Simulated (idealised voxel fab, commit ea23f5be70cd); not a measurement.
Process module under the name voxel self aligned contacts
Each square cell in cross-section cut measures 5 nm, and the section as a whole is 210 nm wide.
Cross-section format: a grid of square cells, given as bands from top to bottom; each band is one or more rows of cells. Read a band's entry like this: the first values are the height of its top and the height of its bottom in nm, and what follows is the sequence of materials from left to right, each with its width in nm. Note that "blank" is empty space, and that a single material marked "throughout" reaches across the band from edge to edge. Height is counted from the level 0, under which the received wafer is composed throughout of one material. The lowest of the bands is not closed at the bottom but continues downward, in the notation "from 0 down". You'd read "30 to 40" like this: the band's top row of cells is as wide as the first number, its bottom row is as wide as the second, and going down, every row changes width by the same amount as the row before did. Basically "nothing changed" means that step didn't change any cell in the cross-section. For the entry "Fully sealed cavities", the listed items are empty spaces with no open way to the top whose size is 8 cells or more; each item follows the pattern width x height at distance, where distance is from the left edge and all three are in nm. On a step's line, text after the settings is the simulator commenting on that step. overlay nm: where the mask lay relative to plan, measured to the right, on steps with a mask; negatives go left.

### Set out below are the planned steps of the process
| 1 | RECEIVE [material Si] |
| 2 | CONFORMAL_DEP [material SiO2] [thk nm 5] |
| 3 | DIRECTIONAL_DEP [material polySi] [thk nm 20] |
| 4 | DIRECTIONAL_DEP [material SiN] [thk nm 25] |
| 5 | PATTERN [tone cover] [mask id GATE] [material resist] [width nm 25] [pitch nm 65] [thk nm 20] [overlay nm 0] |
| 6 | DIRECTIONAL_ETCH [etch materials SiN] [depth nm 25] |
| 7 | DIRECTIONAL_ETCH [etch materials polySi] [depth nm 20] |
| 8 | STRIP [etch materials resist] |
| 9 | CONFORMAL_DEP [material SiN] [thk nm 10] |
| 10 | DIRECTIONAL_ETCH [etch materials SiN] [depth nm 10] |
| 11 | FILL_DEP [material SiO2] [thk nm 15] |
| 12 | CMP [height nm 60] |
| 13 | PATTERN [tone open] [mask id CONTACT] [material resist] [width nm 50] [thk nm 20] [overlay nm 0] |
| 14 | DIRECTIONAL_ETCH [etch materials SiO2] [depth nm 60] |
| 15 | STRIP [etch materials resist] |
| 16 | CONFORMAL_DEP [material TiN] [thk nm 5] |
| 17 | FILL_DEP [material W] [thk nm 10] |
| 18 | CMP [height nm 60] |
| 19 | CONFORMAL_DEP [material SiCN] [thk nm 5] |

### Account of the first of two wafers, which was processed as intended

### Here's what the wafer looked like in cross-section when it arrived - that's after step 1
	from 0 down | Si throughout
	Fully sealed cavities: none

### Step 2 complete: cross-section through the wafer
	from 5 to 0 | SiO2 throughout
	Under the height 0 nothing was changed.

### Step 3 complete: cross-section through the wafer
	from 25 to 5 | polySi throughout
	Under the height 5 nothing was changed.

### Step 4 complete: cross-section through the wafer
	from 50 to 25 | SiN throughout
	Under the height 25 nothing was changed.

### Step 5 complete: cross-section through the wafer
	from 70 to 50 | 60 of blank / 25 of resist / 40 of blank / 25 of resist / 60 of blank
	Under the height 50 nothing was changed.

### Step 6 complete: cross-section through the wafer
	from 70 to 50 | 60 of blank / 25 of resist / 40 of blank / 25 of resist / 60 of blank
	from 50 to 25 | 60 of blank / 25 of SiN / 40 of blank / 25 of SiN / 60 of blank
	Under the height 25 nothing was changed.

### Step 7 complete: cross-section through the wafer
	from 70 to 50 | 60 of blank / 25 of resist / 40 of blank / 25 of resist / 60 of blank
	from 50 to 25 | 60 of blank / 25 of SiN / 40 of blank / 25 of SiN / 60 of blank
	from 25 to 5 | 60 of blank / 25 of polySi / 40 of blank / 25 of polySi / 60 of blank
	Under the height 5 nothing was changed.

### Step 8 complete: cross-section through the wafer
	from 50 to 25 | 60 of blank / 25 of SiN / 40 of blank / 25 of SiN / 60 of blank
	Under the height 25 nothing was changed.

### Step 9 complete: cross-section through the wafer
	from 60 to 25 | 50 of blank / 45 of SiN / 20 of blank / 45 of SiN / 50 of blank
	from 25 to 15 | 50 of blank / 10 of SiN / 25 of polySi / 10 of SiN / 20 of blank / 10 of SiN / 25 of polySi / 10 of SiN / 50 of blank
	from 15 to 5 | 60 of SiN / 25 of polySi / 40 of SiN / 25 of polySi / 60 of SiN
	Under the height 5 nothing was changed.

### Step 10 complete: cross-section through the wafer
	from 50 to 25 | 50 of blank / 45 of SiN / 20 of blank / 45 of SiN / 50 of blank
	from 25 to 5 | 50 of blank / 10 of SiN / 25 of polySi / 10 of SiN / 20 of blank / 10 of SiN / 25 of polySi / 10 of SiN / 50 of blank
	Under the height 5 nothing was changed.

### Step 11 complete: cross-section through the wafer
	from 65 to 50 | SiO2 throughout
	from 50 to 25 | 50 of SiO2 / 45 of SiN / 20 of SiO2 / 45 of SiN / 50 of SiO2
	from 25 to 5 | 50 of SiO2 / 10 of SiN / 25 of polySi / 10 of SiN / 20 of SiO2 / 10 of SiN / 25 of polySi / 10 of SiN / 50 of SiO2
	Under the height 5 nothing was changed.

### Step 12 complete: cross-section through the wafer
	from 60 to 50 | SiO2 throughout
	Under the height 50 nothing was changed.

### Step 13 complete: cross-section through the wafer
	from 80 to 60 | 80 of resist / 50 of blank / 80 of resist
	Under the height 60 nothing was changed.

### Step 14 complete: cross-section through the wafer
	from 80 to 60 | 80 of resist / 50 of blank / 80 of resist
	from 60 to 50 | 80 of SiO2 / 50 of blank / 80 of SiO2
	from 50 to 25 | 50 of SiO2 / 45 of SiN / 20 of blank / 45 of SiN / 50 of SiO2
	from 25 to 5 | 50 of SiO2 / 10 of SiN / 25 of polySi / 10 of SiN / 20 of blank / 10 of SiN / 25 of polySi / 10 of SiN / 50 of SiO2
	from 5 to 0 | 95 of SiO2 / 20 of blank / 95 of SiO2
	Under the height 0 nothing was changed.

### Step 15 complete: cross-section through the wafer
	from 60 to 50 | 80 of SiO2 / 50 of blank / 80 of SiO2
	Under the height 50 nothing was changed.

### Step 16 complete: cross-section through the wafer
	from 65 to 60 | 85 of TiN / 40 of blank / 85 of TiN
	from 60 to 50 | 80 of SiO2 / 5 to 20 of TiN / 40 to 10 of blank / 5 to 20 of TiN / 80 of SiO2
	from 50 to 25 | 50 of SiO2 / 45 of SiN / 5 of TiN / 10 of blank / 5 of TiN / 45 of SiN / 50 of SiO2
	from 25 to 5 | 50 of SiO2 / 10 of SiN / 25 of polySi / 10 of SiN / 5 of TiN / 10 of blank / 5 of TiN / 10 of SiN / 25 of polySi / 10 of SiN / 50 of SiO2
	from 5 to 0 | 95 of SiO2 / 20 of TiN / 95 of SiO2
	Under the height 0 nothing was changed.

### Step 17 complete: cross-section through the wafer
	from 75 to 65 | W throughout
	from 65 to 60 | 85 of TiN / 40 of W / 85 of TiN
	from 60 to 50 | 80 of SiO2 / 5 to 20 of TiN / 40 to 10 of W / 5 to 20 of TiN / 80 of SiO2
	from 50 to 25 | 50 of SiO2 / 45 of SiN / 5 of TiN / 10 of W / 5 of TiN / 45 of SiN / 50 of SiO2
	from 25 to 5 | 50 of SiO2 / 10 of SiN / 25 of polySi / 10 of SiN / 5 of TiN / 10 of W / 5 of TiN / 10 of SiN / 25 of polySi / 10 of SiN / 50 of SiO2
	Under the height 5 nothing was changed.

### Step 18 complete: cross-section through the wafer
	from 60 to 50 | 80 of SiO2 / 5 to 20 of TiN / 40 to 10 of W / 5 to 20 of TiN / 80 of SiO2
	Under the height 50 nothing was changed.

### Step 19 complete: cross-section through the wafer
	from 65 to 60 | SiCN throughout
	Under the height 60 nothing was changed.

### Second wafer. Start and plan as for the first. One mistake made in running. Agrees with the first up to and including step 15

### Look at the second wafer in cross-section at the time step 16 ought to have finished
	from 65 to 55 | 85 of SiO2 / 40 of blank / 85 of SiO2
	from 55 to 50 | 100 of SiO2 / 10 of blank / 100 of SiO2
	from 50 to 25 | 50 of SiO2 / 45 of SiN / 5 of SiO2 / 10 of blank / 5 of SiO2 / 45 of SiN / 50 of SiO2
	from 25 to 5 | 50 of SiO2 / 10 of SiN / 25 of polySi / 10 of SiN / 5 of SiO2 / 10 of blank / 5 of SiO2 / 10 of SiN / 25 of polySi / 10 of SiN / 50 of SiO2
	from 5 to 0 | SiO2 throughout
	Under the height 0 nothing was changed.

### Look at the second wafer in cross-section at the time step 17 ought to have finished
	from 75 to 65 | W throughout
	from 65 to 55 | 85 of SiO2 / 40 of W / 85 of SiO2
	from 55 to 50 | 100 of SiO2 / 10 of W / 100 of SiO2
	from 50 to 25 | 50 of SiO2 / 45 of SiN / 5 of SiO2 / 10 of W / 5 of SiO2 / 45 of SiN / 50 of SiO2
	from 25 to 5 | 50 of SiO2 / 10 of SiN / 25 of polySi / 10 of SiN / 5 of SiO2 / 10 of W / 5 of SiO2 / 10 of SiN / 25 of polySi / 10 of SiN / 50 of SiO2
	Under the height 5 nothing was changed.

### Look at the second wafer in cross-section at the time step 18 ought to have finished
	from 60 to 50 | 85 to 100 of SiO2 / 40 to 10 of W / 85 to 100 of SiO2
	Under the height 50 nothing was changed.

### Look at the second wafer in cross-section at the time step 19 ought to have finished
	from 65 to 60 | SiCN throughout
	Under the height 60 nothing was changed.
So what did we get wrong on this run? note that step 16 departed from the planned setting and was carried out as CONFORMAL_DEP [material SiO2] [thk nm 5]
At the finish, the second wafer shows more or fewer cells for some materials than the first does: SiO2: 32 more; TiN: 32 fewer
